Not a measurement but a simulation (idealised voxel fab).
process module | voxel self aligned contacts
cross-section cut | 230 nm wide | cells 5 nm
A cross-section is a grid of square cells, given in bands from the top down. A band is one or more rows of cells.
Each band's line starts with the height of the band's top and of its bottom, in nm. Then come its materials from left to right, each with its width in nm. One material with "throughout" fills the band from edge to edge. "air" is empty space.
Height 0 is the level under which the wafer as received is all one material. The lowest band goes on downwards, as in "0 down".
A width such as "30 to 40" changes by the same amount from each row of cells to the next, from the band's top row to its bottom row.
"no change" after a step means that no cell of the cross-section changed.
closed voids: empty space of 8 cells or more with no open way to the top, each as width x height at its distance from the left edge, in nm
after a step's settings: what the simulator itself notes on the step
overlay nm, on a step with a mask: how far to the right of its planned place the mask lay; to the left if negative
plan
1 op RECEIVE | material Si
2 op CONFORMAL_DEP | material SiO2 | thk nm 5
3 op DIRECTIONAL_DEP | material polySi | thk nm 25
4 op DIRECTIONAL_DEP | material SiN | thk nm 20
5 op DIRECTIONAL_DEP | material aC | thk nm 15
6 op PATTERN | tone cover | mask id GATE | material resist | width nm 30 | pitch nm 55 | thk nm 30 | overlay nm 0
7 op DIRECTIONAL_ETCH | etch materials aC | depth nm 15
8 op STRIP | etch materials resist
9 op DIRECTIONAL_ETCH | etch materials SiN | depth nm 20
10 op DIRECTIONAL_ETCH | etch materials polySi | depth nm 25
11 op STRIP | etch materials aC
12 op CONFORMAL_DEP | material SiN | thk nm 5
13 op DIRECTIONAL_ETCH | etch materials SiN | depth nm 5
14 op FILL_DEP | material SiO2 | thk nm 15
15 op CMP | height nm 60
16 op DIRECTIONAL_DEP | material aC | thk nm 15
17 op PATTERN | tone open | mask id CONTACT | material resist | width nm 35 | thk nm 35 | overlay nm 0
18 op DIRECTIONAL_ETCH | etch materials aC | depth nm 15
19 op STRIP | etch materials resist
20 op DIRECTIONAL_ETCH | etch materials SiO2 | depth nm 60
21 op STRIP | etch materials aC
22 op CONFORMAL_DEP | material TiN | thk nm 5
23 op FILL_DEP | material W | thk nm 5
24 op CMP | height nm 60
25 op CONFORMAL_DEP | material SiN | thk nm 5
first wafer, as planned
as received, after step 1
  0 down: Si throughout
  closed voids: none
after step 2
  5 to 0: SiO2 throughout
  below 0: unchanged
after step 3
  30 to 5: polySi throughout
  below 5: unchanged
after step 4
  50 to 30: SiN throughout
  below 30: unchanged
after step 5
  65 to 50: aC throughout
  below 50: unchanged
after step 6
  95 to 65: air 70 | resist 30 | air 25 | resist 30 | air 75
  below 65: unchanged
after step 7
  80 to 65: air 70 | resist 30 | air 25 | resist 30 | air 75
  65 to 50: air 70 | aC 30 | air 25 | aC 30 | air 75
  below 50: unchanged
after step 8
  65 to 50: air 70 | aC 30 | air 25 | aC 30 | air 75
  below 50: unchanged
after step 9
  65 to 50: air 70 | aC 30 | air 25 | aC 30 | air 75
  50 to 30: air 70 | SiN 30 | air 25 | SiN 30 | air 75
  below 30: unchanged
after step 10
  65 to 50: air 70 | aC 30 | air 25 | aC 30 | air 75
  50 to 30: air 70 | SiN 30 | air 25 | SiN 30 | air 75
  30 to 5: air 70 | polySi 30 | air 25 | polySi 30 | air 75
  below 5: unchanged
after step 11
  50 to 30: air 70 | SiN 30 | air 25 | SiN 30 | air 75
  below 30: unchanged
after step 12
  55 to 30: air 65 | SiN 40 | air 15 | SiN 40 | air 70
  30 to 10: air 65 | SiN 5 | polySi 30 | SiN 5 | air 15 | SiN 5 | polySi 30 | SiN 5 | air 70
  10 to 5: SiN 70 | polySi 30 | SiN 25 | polySi 30 | SiN 75
  below 5: unchanged
after step 13
  50 to 30: air 65 | SiN 40 | air 15 | SiN 40 | air 70
  30 to 5: air 65 | SiN 5 | polySi 30 | SiN 5 | air 15 | SiN 5 | polySi 30 | SiN 5 | air 70
  below 5: unchanged
after step 14
  65 to 50: SiO2 throughout
  50 to 30: SiO2 65 | SiN 40 | SiO2 15 | SiN 40 | SiO2 70
  30 to 5: SiO2 65 | SiN 5 | polySi 30 | SiN 5 | SiO2 15 | SiN 5 | polySi 30 | SiN 5 | SiO2 70
  below 5: unchanged
after step 15
  60 to 50: SiO2 throughout
  below 50: unchanged
after step 16
  75 to 60: aC throughout
  below 60: unchanged
after step 17
  110 to 75: resist 95 | air 35 | resist 100
  below 75: unchanged
after step 18
  95 to 75: resist 95 | air 35 | resist 100
  75 to 60: aC 95 | air 35 | aC 100
  below 60: unchanged
after step 19
  75 to 60: aC 95 | air 35 | aC 100
  below 60: unchanged
after step 20
  75 to 60: aC 95 | air 35 | aC 100
  60 to 50: SiO2 95 | air 35 | SiO2 100
  50 to 30: SiO2 65 | SiN 40 | air 15 | SiN 40 | SiO2 70
  30 to 5: SiO2 65 | SiN 5 | polySi 30 | SiN 5 | air 15 | SiN 5 | polySi 30 | SiN 5 | SiO2 70
  5 to 0: SiO2 105 | air 15 | SiO2 110
  below 0: unchanged
after step 21
  60 to 50: SiO2 95 | air 35 | SiO2 100
  below 50: unchanged
after step 22
  65 to 60: TiN 100 | air 25 | TiN 105
  60 to 50: SiO2 95 | TiN 5 to 15 | air 25 to 5 | TiN 5 to 15 | SiO2 100
  50 to 30: SiO2 65 | SiN 40 | TiN 5 | air 5 | TiN 5 | SiN 40 | SiO2 70
  30 to 5: SiO2 65 | SiN 5 | polySi 30 | SiN 5 | TiN 5 | air 5 | TiN 5 | SiN 5 | polySi 30 | SiN 5 | SiO2 70
  5 to 0: SiO2 105 | TiN 15 | SiO2 110
  below 0: unchanged
after step 23
  70 to 65: W throughout
  65 to 60: TiN 100 | W 25 | TiN 105
  60 to 50: SiO2 95 | TiN 5 to 15 | W 25 to 5 | TiN 5 to 15 | SiO2 100
  50 to 30: SiO2 65 | SiN 40 | TiN 5 | W 5 | TiN 5 | SiN 40 | SiO2 70
  30 to 5: SiO2 65 | SiN 5 | polySi 30 | SiN 5 | TiN 5 | W 5 | TiN 5 | SiN 5 | polySi 30 | SiN 5 | SiO2 70
  below 5: unchanged
after step 24
  60 to 50: SiO2 95 | TiN 5 to 15 | W 25 to 5 | TiN 5 to 15 | SiO2 100
  below 50: unchanged
after step 25
  65 to 60: SiN throughout
  below 60: unchanged
second wafer: like start, like plan, one mistake. Through step 16 it matches the first wafer
when step 17 should have ended
  110 to 75: resist 100 | air 25 | resist 105
  below 75: unchanged
when step 18 should have ended
  95 to 75: resist 100 | air 25 | resist 105
  75 to 60: aC 100 | air 25 | aC 105
  below 60: unchanged
when step 19 should have ended
  75 to 60: aC 100 | air 25 | aC 105
  below 60: unchanged
when step 20 should have ended
  75 to 60: aC 100 | air 25 | aC 105
  60 to 50: SiO2 100 | air 25 | SiO2 105
  50 to 30: SiO2 65 | SiN 40 | air 15 | SiN 40 | SiO2 70
  30 to 5: SiO2 65 | SiN 5 | polySi 30 | SiN 5 | air 15 | SiN 5 | polySi 30 | SiN 5 | SiO2 70
  5 to 0: SiO2 105 | air 15 | SiO2 110
  below 0: unchanged
when step 21 should have ended
  60 to 50: SiO2 100 | air 25 | SiO2 105
  below 50: unchanged
when step 22 should have ended
  65 to 60: TiN 105 | air 15 | TiN 110
  60 to 50: SiO2 100 | TiN 5 to 10 | air 15 to 5 | TiN 5 to 10 | SiO2 105
  50 to 30: SiO2 65 | SiN 40 | TiN 5 | air 5 | TiN 5 | SiN 40 | SiO2 70
  30 to 5: SiO2 65 | SiN 5 | polySi 30 | SiN 5 | TiN 5 | air 5 | TiN 5 | SiN 5 | polySi 30 | SiN 5 | SiO2 70
  5 to 0: SiO2 105 | TiN 15 | SiO2 110
  below 0: unchanged
when step 23 should have ended
  70 to 65: W throughout
  65 to 60: TiN 105 | W 15 | TiN 110
  60 to 50: SiO2 100 | TiN 5 to 10 | W 15 to 5 | TiN 5 to 10 | SiO2 105
  50 to 30: SiO2 65 | SiN 40 | TiN 5 | W 5 | TiN 5 | SiN 40 | SiO2 70
  30 to 5: SiO2 65 | SiN 5 | polySi 30 | SiN 5 | TiN 5 | W 5 | TiN 5 | SiN 5 | polySi 30 | SiN 5 | SiO2 70
  below 5: unchanged
when step 24 should have ended
  60 to 50: SiO2 100 | TiN 5 to 10 | W 15 to 5 | TiN 5 to 10 | SiO2 105
  below 50: unchanged
when step 25 should have ended
  65 to 60: SiN throughout
  below 60: unchanged
what went wrong: step 17 ran as: op PATTERN | tone open | mask id CONTACT | material resist | width nm 25 | thk nm 35 | overlay nm 0
at the end the second wafer has, in cells: 4 more of SiO2 | 2 fewer of TiN | 2 fewer of W
